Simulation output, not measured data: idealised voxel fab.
process module | voxel transistor to metal
cross-section cut | 180 nm wide | cells 5 nm
A cross-section is a grid of square cells, given in bands from the top down. A band is one or more rows of cells.
Each band's line starts with the height of the band's top and of its bottom, in nm. Then come its materials from left to right, each with its width in nm. One material with "throughout" fills the band from edge to edge. "air" is empty space.
Height 0 is the level under which the wafer as received is all one material. The lowest band goes on downwards, as in "0 down".
A width such as "30 to 40" changes by the same amount from each row of cells to the next, from the band's top row to its bottom row.
"no change" after a step means that no cell of the cross-section changed.
closed voids: empty space of 8 cells or more with no open way to the top, each as width x height at its distance from the left edge, in nm
after a step's settings: what the simulator itself notes on the step
overlay nm, on a step with a mask: how far to the right of its planned place the mask lay; to the left if negative
plan
1 op RECEIVE | material Si
2 op CONFORMAL_DEP | material SiO2 | thk nm 5
3 op CONFORMAL_DEP | material SiN | thk nm 10
4 op MASKED_ETCH | tone cover | mask id ACTIVE | width nm 110 | etch materials SiN | depth nm 10 | overlay nm 0
5 op MASKED_ETCH | tone cover | mask id ACTIVE | width nm 110 | etch materials SiO2 | depth nm 5 | overlay nm 0
6 op MASKED_ETCH | tone cover | mask id ACTIVE | width nm 110 | etch materials Si | depth nm 30 | overlay nm 0
7 op OXIDIZE | depth nm 5
8 op FILL_DEP | material SiO2 | thk nm 5
9 op CMP | height nm 15
10 op SELECTIVE_ETCH | etch materials SiO2 | depth nm 10
11 op STRIP | etch materials SiN
12 op SELECTIVE_ETCH | etch materials SiO2 | depth nm 5
13 op OXIDIZE | depth nm 5
14 op DIRECTIONAL_DEP | material polySi | thk nm 20
15 op DIRECTIONAL_DEP | material SiCN | thk nm 10
16 op PATTERN | tone cover | mask id GATE | material resist | width nm 30 | thk nm 15 | overlay nm 0
17 op DIRECTIONAL_ETCH | etch materials SiCN | depth nm 20
18 op DIRECTIONAL_ETCH | etch materials polySi | depth nm 30
19 op STRIP | etch materials resist
20 op CONFORMAL_DEP | material SiN | thk nm 10
21 op DIRECTIONAL_ETCH | etch materials SiN | depth nm 10
22 op DIRECTIONAL_ETCH | etch materials SiO2 | depth nm 5
23 op EPI | material pSi | thk nm 5
24 op FILL_DEP | material SiO2 | thk nm 10
25 op CMP | height nm 20
26 op STRIP | etch materials polySi
27 op SELECTIVE_ETCH | etch materials SiO2 | depth nm 5
28 op CONFORMAL_DEP | material HfO2 | thk nm 5
29 op CONFORMAL_DEP | material TiN | thk nm 5
30 op FILL_DEP | material W | thk nm 10
31 op CMP | height nm 15
32 op DIRECTIONAL_DEP | material SiO2 | thk nm 10
33 op MASKED_ETCH | tone open | mask id CONTACT | width nm 20 | pitch nm 80 | etch materials SiO2 | depth nm 25 | overlay nm 0
34 op CONFORMAL_DEP | material TiN | thk nm 5
35 op FILL_DEP | material Ru | thk nm 5
36 op CMP | height nm 25
37 op CONFORMAL_DEP | material SiN | thk nm 5
38 op DIRECTIONAL_DEP | material lowk | thk nm 20
39 op DIRECTIONAL_DEP | material aC | thk nm 15
40 op PATTERN | tone open | mask id METAL_1 | material resist | width nm 20 | pitch nm 80 | thk nm 30 | overlay nm 0
41 op DIRECTIONAL_ETCH | etch materials aC | depth nm 15
42 op STRIP | etch materials resist
43 op DIRECTIONAL_ETCH | etch materials lowk | depth nm 20
44 op DIRECTIONAL_ETCH | etch materials SiN | depth nm 5
45 op STRIP | etch materials aC
46 op CONFORMAL_DEP | material TiN | thk nm 5
47 op FILL_DEP | material Cu | thk nm 5
48 op CMP | height nm 50
49 op CONFORMAL_DEP | material SiCN | thk nm 5
50 op DIRECTIONAL_DEP | material SiO2 | thk nm 30
51 op MASKED_ETCH | tone open | mask id METAL_2_HOLES | width nm 15 | pitch nm 80 | etch materials SiO2 | depth nm 30 | overlay nm 0
52 op MASKED_ETCH | tone open | mask id METAL_2 | width nm 20 | pitch nm 80 | etch materials SiO2 | depth nm 20 | overlay nm 0
53 op MASKED_ETCH | tone open | mask id METAL_2 | width nm 20 | pitch nm 80 | etch materials SiCN | depth nm 5 | overlay nm 0
54 op CONFORMAL_DEP | material TiN | thk nm 5
55 op FILL_DEP | material Ru | thk nm 10
56 op CMP | height nm 85
57 op CONFORMAL_DEP | material SiN | thk nm 5
first wafer, as planned
as received, after step 1
  0 down: Si throughout
  closed voids: none
after step 2
  5 to 0: SiO2 throughout
  below 0: unchanged
after step 3
  15 to 5: SiN throughout
  below 5: unchanged
after step 4
  15 to 5: air 35 | SiN 110 | air 35
  below 5: unchanged
after step 5
  15 to 5: air 35 | SiN 110 | air 35
  5 to 0: air 35 | SiO2 110 | air 35
  below 0: unchanged
after step 6
  15 to 5: air 35 | SiN 110 | air 35
  5 to 0: air 35 | SiO2 110 | air 35
  0 to -30: air 35 | Si 110 | air 35
  below -30: unchanged
after step 7
  15 to 5: air 35 | SiN 110 | air 35
  5 to 0: air 35 | SiO2 110 | air 35
  0 to -30: air 35 | SiO2 5 | Si 100 | SiO2 5 | air 35
  -30 to -35: SiO2 40 | Si 100 | SiO2 40
  below -35: unchanged
after step 8
  20 to 15: SiO2 throughout
  15 to 5: SiO2 35 | SiN 110 | SiO2 35
  5 to 0: SiO2 throughout
  0 to -35: SiO2 40 | Si 100 | SiO2 40
  below -35: unchanged
after step 9
  15 to 5: SiO2 35 | SiN 110 | SiO2 35
  below 5: unchanged
after step 10
  15 to 5: air 35 | SiN 110 | air 35
  below 5: unchanged
after step 11
  5 to 0: SiO2 throughout
  below 0: unchanged
after step 12
  0 to -35: SiO2 40 | Si 100 | SiO2 40
  below -35: unchanged
after step 13
  0 to -5: SiO2 throughout
  below -5: unchanged
after step 14
  20 to 0: polySi throughout
  below 0: unchanged
after step 15
  30 to 20: SiCN throughout
  below 20: unchanged
after step 16
  45 to 30: air 75 | resist 30 | air 75
  below 30: unchanged
after step 17
  45 to 30: air 75 | resist 30 | air 75
  30 to 20: air 75 | SiCN 30 | air 75
  below 20: unchanged
after step 18
  45 to 30: air 75 | resist 30 | air 75
  30 to 20: air 75 | SiCN 30 | air 75
  20 to 0: air 75 | polySi 30 | air 75
  below 0: unchanged
after step 19
  30 to 20: air 75 | SiCN 30 | air 75
  below 20: unchanged
after step 20
  40 to 30: air 65 | SiN 50 | air 65
  30 to 20: air 65 | SiN 10 | SiCN 30 | SiN 10 | air 65
  20 to 10: air 65 | SiN 10 | polySi 30 | SiN 10 | air 65
  10 to 0: SiN 75 | polySi 30 | SiN 75
  below 0: unchanged
after step 21
  30 to 20: air 65 | SiN 10 | SiCN 30 | SiN 10 | air 65
  20 to 0: air 65 | SiN 10 | polySi 30 | SiN 10 | air 65
  below 0: unchanged
after step 22
  30 to 20: air 65 | SiN 10 | SiCN 30 | SiN 10 | air 65
  20 to 0: air 65 | SiN 10 | polySi 30 | SiN 10 | air 65
  0 to -5: air 65 | SiO2 50 | air 65
  below -5: unchanged
after step 23
  30 to 20: air 65 | SiN 10 | SiCN 30 | SiN 10 | air 65
  20 to 0: air 65 | SiN 10 | polySi 30 | SiN 10 | air 65
  0 to -5: air 35 | pSi 30 | SiO2 50 | pSi 30 | air 35
  below -5: unchanged
after step 24
  40 to 30: SiO2 throughout
  30 to 20: SiO2 65 | SiN 10 | SiCN 30 | SiN 10 | SiO2 65
  20 to 0: SiO2 65 | SiN 10 | polySi 30 | SiN 10 | SiO2 65
  0 to -5: SiO2 35 | pSi 30 | SiO2 50 | pSi 30 | SiO2 35
  below -5: unchanged
after step 25
  20 to 0: SiO2 65 | SiN 10 | polySi 30 | SiN 10 | SiO2 65
  below 0: unchanged
after step 26
  20 to 0: SiO2 65 | SiN 10 | air 30 | SiN 10 | SiO2 65
  below 0: unchanged
after step 27
  20 to 15: air 65 | SiN 10 | air 30 | SiN 10 | air 65
  15 to 0: SiO2 65 | SiN 10 | air 30 | SiN 10 | SiO2 65
  0 to -5: SiO2 35 | pSi 30 | SiO2 5 | air 40 | SiO2 5 | pSi 30 | SiO2 35
  below -5: unchanged
after step 28
  25 to 20: air 60 | HfO2 20 | air 20 | HfO2 20 | air 60
  20 to 15: HfO2 65 | SiN 10 | HfO2 5 | air 20 | HfO2 5 | SiN 10 | HfO2 65
  15 to 0: SiO2 65 | SiN 10 | HfO2 5 | air 20 | HfO2 5 | SiN 10 | SiO2 65
  0 to -5: SiO2 35 | pSi 30 | SiO2 5 | HfO2 40 | SiO2 5 | pSi 30 | SiO2 35
  below -5: unchanged
after step 29
  30 to 25: air 55 | TiN 30 | air 10 | TiN 30 | air 55
  25 to 20: TiN 60 | HfO2 20 | TiN 5 | air 10 | TiN 5 | HfO2 20 | TiN 60
  20 to 15: HfO2 65 | SiN 10 | HfO2 5 | TiN 5 | air 10 | TiN 5 | HfO2 5 | SiN 10 | HfO2 65
  15 to 5: SiO2 65 | SiN 10 | HfO2 5 | TiN 5 | air 10 | TiN 5 | HfO2 5 | SiN 10 | SiO2 65
  5 to 0: SiO2 65 | SiN 10 | HfO2 5 | TiN 20 | HfO2 5 | SiN 10 | SiO2 65
  below 0: unchanged
after step 30
  40 to 30: W throughout
  30 to 25: W 55 | TiN 30 | W 10 | TiN 30 | W 55
  25 to 20: TiN 60 | HfO2 20 | TiN 5 | W 10 | TiN 5 | HfO2 20 | TiN 60
  20 to 15: HfO2 65 | SiN 10 | HfO2 5 | TiN 5 | W 10 | TiN 5 | HfO2 5 | SiN 10 | HfO2 65
  15 to 5: SiO2 65 | SiN 10 | HfO2 5 | TiN 5 | W 10 | TiN 5 | HfO2 5 | SiN 10 | SiO2 65
  below 5: unchanged
after step 31
  15 to 5: SiO2 65 | SiN 10 | HfO2 5 | TiN 5 | W 10 | TiN 5 | HfO2 5 | SiN 10 | SiO2 65
  below 5: unchanged
after step 32
  25 to 15: SiO2 throughout
  below 15: unchanged
after step 33
  25 to 15: SiO2 40 | air 20 | SiO2 60 | air 20 | SiO2 40
  15 to 5: SiO2 40 | air 20 | SiO2 5 | SiN 10 | HfO2 5 | TiN 5 | W 10 | TiN 5 | HfO2 5 | SiN 10 | SiO2 5 | air 20 | SiO2 40
  5 to 0: SiO2 40 | air 20 | SiO2 5 | SiN 10 | HfO2 5 | TiN 20 | HfO2 5 | SiN 10 | SiO2 5 | air 20 | SiO2 40
  below 0: unchanged
after step 34
  30 to 25: TiN 45 | air 10 | TiN 70 | air 10 | TiN 45
  25 to 15: SiO2 40 | TiN 5 | air 10 | TiN 5 | SiO2 60 | TiN 5 | air 10 | TiN 5 | SiO2 40
  15 to 5: SiO2 40 | TiN 5 | air 10 | TiN 5 | SiO2 5 | SiN 10 | HfO2 5 | TiN 5 | W 10 | TiN 5 | HfO2 5 | SiN 10 | SiO2 5 | TiN 5 | air 10 | TiN 5 | SiO2 40
  5 to 0: SiO2 40 | TiN 20 | SiO2 5 | SiN 10 | HfO2 5 | TiN 20 | HfO2 5 | SiN 10 | SiO2 5 | TiN 20 | SiO2 40
  below 0: unchanged
after step 35
  35 to 30: Ru throughout
  30 to 25: TiN 45 | Ru 10 | TiN 70 | Ru 10 | TiN 45
  25 to 15: SiO2 40 | TiN 5 | Ru 10 | TiN 5 | SiO2 60 | TiN 5 | Ru 10 | TiN 5 | SiO2 40
  15 to 5: SiO2 40 | TiN 5 | Ru 10 | TiN 5 | SiO2 5 | SiN 10 | HfO2 5 | TiN 5 | W 10 | TiN 5 | HfO2 5 | SiN 10 | SiO2 5 | TiN 5 | Ru 10 | TiN 5 | SiO2 40
  below 5: unchanged
after step 36
  25 to 15: SiO2 40 | TiN 5 | Ru 10 | TiN 5 | SiO2 60 | TiN 5 | Ru 10 | TiN 5 | SiO2 40
  below 15: unchanged
after step 37
  30 to 25: SiN throughout
  below 25: unchanged
after step 38
  50 to 30: lowk throughout
  below 30: unchanged
after step 39
  65 to 50: aC throughout
  below 50: unchanged
after step 40
  95 to 65: resist 40 | air 20 | resist 60 | air 20 | resist 40
  below 65: unchanged
after step 41
  80 to 65: resist 40 | air 20 | resist 60 | air 20 | resist 40
  65 to 50: aC 40 | air 20 | aC 60 | air 20 | aC 40
  below 50: unchanged
after step 42
  65 to 50: aC 40 | air 20 | aC 60 | air 20 | aC 40
  below 50: unchanged
after step 43
  65 to 50: aC 40 | air 20 | aC 60 | air 20 | aC 40
  50 to 30: lowk 40 | air 20 | lowk 60 | air 20 | lowk 40
  below 30: unchanged
after step 44
  65 to 50: aC 40 | air 20 | aC 60 | air 20 | aC 40
  50 to 30: lowk 40 | air 20 | lowk 60 | air 20 | lowk 40
  30 to 25: SiN 40 | air 20 | SiN 60 | air 20 | SiN 40
  below 25: unchanged
after step 45
  50 to 30: lowk 40 | air 20 | lowk 60 | air 20 | lowk 40
  below 30: unchanged
after step 46
  55 to 50: TiN 45 | air 10 | TiN 70 | air 10 | TiN 45
  50 to 30: lowk 40 | TiN 5 | air 10 | TiN 5 | lowk 60 | TiN 5 | air 10 | TiN 5 | lowk 40
  30 to 25: SiN 40 | TiN 20 | SiN 60 | TiN 20 | SiN 40
  below 25: unchanged
after step 47
  60 to 55: Cu throughout
  55 to 50: TiN 45 | Cu 10 | TiN 70 | Cu 10 | TiN 45
  50 to 30: lowk 40 | TiN 5 | Cu 10 | TiN 5 | lowk 60 | TiN 5 | Cu 10 | TiN 5 | lowk 40
  below 30: unchanged
after step 48
  50 to 30: lowk 40 | TiN 5 | Cu 10 | TiN 5 | lowk 60 | TiN 5 | Cu 10 | TiN 5 | lowk 40
  below 30: unchanged
after step 49
  55 to 50: SiCN throughout
  below 50: unchanged
after step 50
  85 to 55: SiO2 throughout
  below 55: unchanged
after step 51
  85 to 55: SiO2 40 | air 15 | SiO2 65 | air 15 | SiO2 45
  below 55: unchanged
after step 52
  85 to 65: SiO2 40 | air 20 | SiO2 60 | air 20 | SiO2 40
  below 65: unchanged
after step 53
  85 to 65: SiO2 40 | air 20 | SiO2 60 | air 20 | SiO2 40
  65 to 55: SiO2 40 | air 15 | SiO2 65 | air 15 | SiO2 45
  55 to 50: SiCN 40 | air 15 | SiCN 65 | air 15 | SiCN 45
  below 50: unchanged
after step 54
  90 to 85: TiN 45 | air 10 | TiN 70 | air 10 | TiN 45
  85 to 70: SiO2 40 | TiN 5 | air 10 | TiN 5 | SiO2 60 | TiN 5 | air 10 | TiN 5 | SiO2 40
  70 to 65: SiO2 40 | TiN 5 | air 5 | TiN 10 | SiO2 60 | TiN 5 | air 5 | TiN 10 | SiO2 40
  65 to 55: SiO2 40 | TiN 5 | air 5 | TiN 5 | SiO2 65 | TiN 5 | air 5 | TiN 5 | SiO2 45
  55 to 50: SiCN 40 | TiN 15 | SiCN 65 | TiN 15 | SiCN 45
  below 50: unchanged
after step 55
  100 to 90: Ru throughout
  90 to 85: TiN 45 | Ru 10 | TiN 70 | Ru 10 | TiN 45
  85 to 70: SiO2 40 | TiN 5 | Ru 10 | TiN 5 | SiO2 60 | TiN 5 | Ru 10 | TiN 5 | SiO2 40
  70 to 65: SiO2 40 | TiN 5 | Ru 5 | TiN 10 | SiO2 60 | TiN 5 | Ru 5 | TiN 10 | SiO2 40
  65 to 55: SiO2 40 | TiN 5 | Ru 5 | TiN 5 | SiO2 65 | TiN 5 | Ru 5 | TiN 5 | SiO2 45
  below 55: unchanged
after step 56
  85 to 70: SiO2 40 | TiN 5 | Ru 10 | TiN 5 | SiO2 60 | TiN 5 | Ru 10 | TiN 5 | SiO2 40
  below 70: unchanged
after step 57
  90 to 85: SiN throughout
  below 85: unchanged
second wafer: like start, like plan, one mistake. Through step 15 it matches the first wafer
when step 16 should have ended
  45 to 30: air 70 | resist 30 | air 80
  below 30: unchanged
when step 17 should have ended
  45 to 30: air 70 | resist 30 | air 80
  30 to 20: air 70 | SiCN 30 | air 80
  below 20: unchanged
when step 18 should have ended
  45 to 30: air 70 | resist 30 | air 80
  30 to 20: air 70 | SiCN 30 | air 80
  20 to 0: air 70 | polySi 30 | air 80
  below 0: unchanged
when step 19 should have ended
  30 to 20: air 70 | SiCN 30 | air 80
  below 20: unchanged
when step 20 should have ended
  40 to 30: air 60 | SiN 50 | air 70
  30 to 20: air 60 | SiN 10 | SiCN 30 | SiN 10 | air 70
  20 to 10: air 60 | SiN 10 | polySi 30 | SiN 10 | air 70
  10 to 0: SiN 70 | polySi 30 | SiN 80
  below 0: unchanged
when step 21 should have ended
  30 to 20: air 60 | SiN 10 | SiCN 30 | SiN 10 | air 70
  20 to 0: air 60 | SiN 10 | polySi 30 | SiN 10 | air 70
  below 0: unchanged
when step 22 should have ended
  30 to 20: air 60 | SiN 10 | SiCN 30 | SiN 10 | air 70
  20 to 0: air 60 | SiN 10 | polySi 30 | SiN 10 | air 70
  0 to -5: air 60 | SiO2 50 | air 70
  below -5: unchanged
when step 23 should have ended
  30 to 20: air 60 | SiN 10 | SiCN 30 | SiN 10 | air 70
  20 to 0: air 60 | SiN 10 | polySi 30 | SiN 10 | air 70
  0 to -5: air 35 | pSi 25 | SiO2 50 | pSi 35 | air 35
  below -5: unchanged
when step 24 should have ended
  40 to 30: SiO2 throughout
  30 to 20: SiO2 60 | SiN 10 | SiCN 30 | SiN 10 | SiO2 70
  20 to 0: SiO2 60 | SiN 10 | polySi 30 | SiN 10 | SiO2 70
  0 to -5: SiO2 35 | pSi 25 | SiO2 50 | pSi 35 | SiO2 35
  below -5: unchanged
when step 25 should have ended
  20 to 0: SiO2 60 | SiN 10 | polySi 30 | SiN 10 | SiO2 70
  below 0: unchanged
when step 26 should have ended
  20 to 0: SiO2 60 | SiN 10 | air 30 | SiN 10 | SiO2 70
  below 0: unchanged
when step 27 should have ended
  20 to 15: air 60 | SiN 10 | air 30 | SiN 10 | air 70
  15 to 0: SiO2 60 | SiN 10 | air 30 | SiN 10 | SiO2 70
  0 to -5: SiO2 35 | pSi 25 | SiO2 5 | air 40 | SiO2 5 | pSi 35 | SiO2 35
  below -5: unchanged
when step 28 should have ended
  25 to 20: air 55 | HfO2 20 | air 20 | HfO2 20 | air 65
  20 to 15: HfO2 60 | SiN 10 | HfO2 5 | air 20 | HfO2 5 | SiN 10 | HfO2 70
  15 to 0: SiO2 60 | SiN 10 | HfO2 5 | air 20 | HfO2 5 | SiN 10 | SiO2 70
  0 to -5: SiO2 35 | pSi 25 | SiO2 5 | HfO2 40 | SiO2 5 | pSi 35 | SiO2 35
  below -5: unchanged
when step 29 should have ended
  30 to 25: air 50 | TiN 30 | air 10 | TiN 30 | air 60
  25 to 20: TiN 55 | HfO2 20 | TiN 5 | air 10 | TiN 5 | HfO2 20 | TiN 65
  20 to 15: HfO2 60 | SiN 10 | HfO2 5 | TiN 5 | air 10 | TiN 5 | HfO2 5 | SiN 10 | HfO2 70
  15 to 5: SiO2 60 | SiN 10 | HfO2 5 | TiN 5 | air 10 | TiN 5 | HfO2 5 | SiN 10 | SiO2 70
  5 to 0: SiO2 60 | SiN 10 | HfO2 5 | TiN 20 | HfO2 5 | SiN 10 | SiO2 70
  below 0: unchanged
when step 30 should have ended
  40 to 30: W throughout
  30 to 25: W 50 | TiN 30 | W 10 | TiN 30 | W 60
  25 to 20: TiN 55 | HfO2 20 | TiN 5 | W 10 | TiN 5 | HfO2 20 | TiN 65
  20 to 15: HfO2 60 | SiN 10 | HfO2 5 | TiN 5 | W 10 | TiN 5 | HfO2 5 | SiN 10 | HfO2 70
  15 to 5: SiO2 60 | SiN 10 | HfO2 5 | TiN 5 | W 10 | TiN 5 | HfO2 5 | SiN 10 | SiO2 70
  below 5: unchanged
when step 31 should have ended
  15 to 5: SiO2 60 | SiN 10 | HfO2 5 | TiN 5 | W 10 | TiN 5 | HfO2 5 | SiN 10 | SiO2 70
  below 5: unchanged
when step 32 should have ended
  25 to 15: SiO2 throughout
  below 15: unchanged
when step 33 should have ended
  25 to 15: SiO2 40 | air 20 | SiO2 60 | air 20 | SiO2 40
  15 to 5: SiO2 40 | air 20 | SiN 10 | HfO2 5 | TiN 5 | W 10 | TiN 5 | HfO2 5 | SiN 10 | SiO2 10 | air 20 | SiO2 40
  5 to 0: SiO2 40 | air 20 | SiN 10 | HfO2 5 | TiN 20 | HfO2 5 | SiN 10 | SiO2 10 | air 20 | SiO2 40
  below 0: unchanged
when step 34 should have ended
  30 to 25: TiN 45 | air 10 | TiN 70 | air 10 | TiN 45
  25 to 15: SiO2 40 | TiN 5 | air 10 | TiN 5 | SiO2 60 | TiN 5 | air 10 | TiN 5 | SiO2 40
  15 to 5: SiO2 40 | TiN 5 | air 10 | TiN 5 | SiN 10 | HfO2 5 | TiN 5 | W 10 | TiN 5 | HfO2 5 | SiN 10 | SiO2 10 | TiN 5 | air 10 | TiN 5 | SiO2 40
  5 to 0: SiO2 40 | TiN 20 | SiN 10 | HfO2 5 | TiN 20 | HfO2 5 | SiN 10 | SiO2 10 | TiN 20 | SiO2 40
  below 0: unchanged
when step 35 should have ended
  35 to 30: Ru throughout
  30 to 25: TiN 45 | Ru 10 | TiN 70 | Ru 10 | TiN 45
  25 to 15: SiO2 40 | TiN 5 | Ru 10 | TiN 5 | SiO2 60 | TiN 5 | Ru 10 | TiN 5 | SiO2 40
  15 to 5: SiO2 40 | TiN 5 | Ru 10 | TiN 5 | SiN 10 | HfO2 5 | TiN 5 | W 10 | TiN 5 | HfO2 5 | SiN 10 | SiO2 10 | TiN 5 | Ru 10 | TiN 5 | SiO2 40
  below 5: unchanged
when step 36 should have ended
  25 to 15: SiO2 40 | TiN 5 | Ru 10 | TiN 5 | SiO2 60 | TiN 5 | Ru 10 | TiN 5 | SiO2 40
  below 15: unchanged
when step 37 should have ended
  30 to 25: SiN throughout
  below 25: unchanged
when step 38 should have ended
  50 to 30: lowk throughout
  below 30: unchanged
when step 39 should have ended
  65 to 50: aC throughout
  below 50: unchanged
when step 40 should have ended
  95 to 65: resist 40 | air 20 | resist 60 | air 20 | resist 40
  below 65: unchanged
when step 41 should have ended
  80 to 65: resist 40 | air 20 | resist 60 | air 20 | resist 40
  65 to 50: aC 40 | air 20 | aC 60 | air 20 | aC 40
  below 50: unchanged
when step 42 should have ended
  65 to 50: aC 40 | air 20 | aC 60 | air 20 | aC 40
  below 50: unchanged
when step 43 should have ended
  65 to 50: aC 40 | air 20 | aC 60 | air 20 | aC 40
  50 to 30: lowk 40 | air 20 | lowk 60 | air 20 | lowk 40
  below 30: unchanged
when step 44 should have ended
  65 to 50: aC 40 | air 20 | aC 60 | air 20 | aC 40
  50 to 30: lowk 40 | air 20 | lowk 60 | air 20 | lowk 40
  30 to 25: SiN 40 | air 20 | SiN 60 | air 20 | SiN 40
  below 25: unchanged
when step 45 should have ended
  50 to 30: lowk 40 | air 20 | lowk 60 | air 20 | lowk 40
  below 30: unchanged
when step 46 should have ended
  55 to 50: TiN 45 | air 10 | TiN 70 | air 10 | TiN 45
  50 to 30: lowk 40 | TiN 5 | air 10 | TiN 5 | lowk 60 | TiN 5 | air 10 | TiN 5 | lowk 40
  30 to 25: SiN 40 | TiN 20 | SiN 60 | TiN 20 | SiN 40
  below 25: unchanged
when step 47 should have ended
  60 to 55: Cu throughout
  55 to 50: TiN 45 | Cu 10 | TiN 70 | Cu 10 | TiN 45
  50 to 30: lowk 40 | TiN 5 | Cu 10 | TiN 5 | lowk 60 | TiN 5 | Cu 10 | TiN 5 | lowk 40
  below 30: unchanged
when step 48 should have ended
  50 to 30: lowk 40 | TiN 5 | Cu 10 | TiN 5 | lowk 60 | TiN 5 | Cu 10 | TiN 5 | lowk 40
  below 30: unchanged
when step 49 should have ended
  55 to 50: SiCN throughout
  below 50: unchanged
when step 50 should have ended
  85 to 55: SiO2 throughout
  below 55: unchanged
when step 51 should have ended
  85 to 55: SiO2 40 | air 15 | SiO2 65 | air 15 | SiO2 45
  below 55: unchanged
when step 52 should have ended
  85 to 65: SiO2 40 | air 20 | SiO2 60 | air 20 | SiO2 40
  below 65: unchanged
when step 53 should have ended
  85 to 65: SiO2 40 | air 20 | SiO2 60 | air 20 | SiO2 40
  65 to 55: SiO2 40 | air 15 | SiO2 65 | air 15 | SiO2 45
  55 to 50: SiCN 40 | air 15 | SiCN 65 | air 15 | SiCN 45
  below 50: unchanged
when step 54 should have ended
  90 to 85: TiN 45 | air 10 | TiN 70 | air 10 | TiN 45
  85 to 70: SiO2 40 | TiN 5 | air 10 | TiN 5 | SiO2 60 | TiN 5 | air 10 | TiN 5 | SiO2 40
  70 to 65: SiO2 40 | TiN 5 | air 5 | TiN 10 | SiO2 60 | TiN 5 | air 5 | TiN 10 | SiO2 40
  65 to 55: SiO2 40 | TiN 5 | air 5 | TiN 5 | SiO2 65 | TiN 5 | air 5 | TiN 5 | SiO2 45
  55 to 50: SiCN 40 | TiN 15 | SiCN 65 | TiN 15 | SiCN 45
  below 50: unchanged
when step 55 should have ended
  100 to 90: Ru throughout
  90 to 85: TiN 45 | Ru 10 | TiN 70 | Ru 10 | TiN 45
  85 to 70: SiO2 40 | TiN 5 | Ru 10 | TiN 5 | SiO2 60 | TiN 5 | Ru 10 | TiN 5 | SiO2 40
  70 to 65: SiO2 40 | TiN 5 | Ru 5 | TiN 10 | SiO2 60 | TiN 5 | Ru 5 | TiN 10 | SiO2 40
  65 to 55: SiO2 40 | TiN 5 | Ru 5 | TiN 5 | SiO2 65 | TiN 5 | Ru 5 | TiN 5 | SiO2 45
  below 55: unchanged
when step 56 should have ended
  85 to 70: SiO2 40 | TiN 5 | Ru 10 | TiN 5 | SiO2 60 | TiN 5 | Ru 10 | TiN 5 | SiO2 40
  below 70: unchanged
when step 57 should have ended
  90 to 85: SiN throughout
  below 85: unchanged
what went wrong: step 16 ran as: op PATTERN | tone cover | mask id GATE | material resist | width nm 30 | thk nm 15 | overlay nm -5
at the end the second wafer has, in cells: as many of each material as the first, in other places
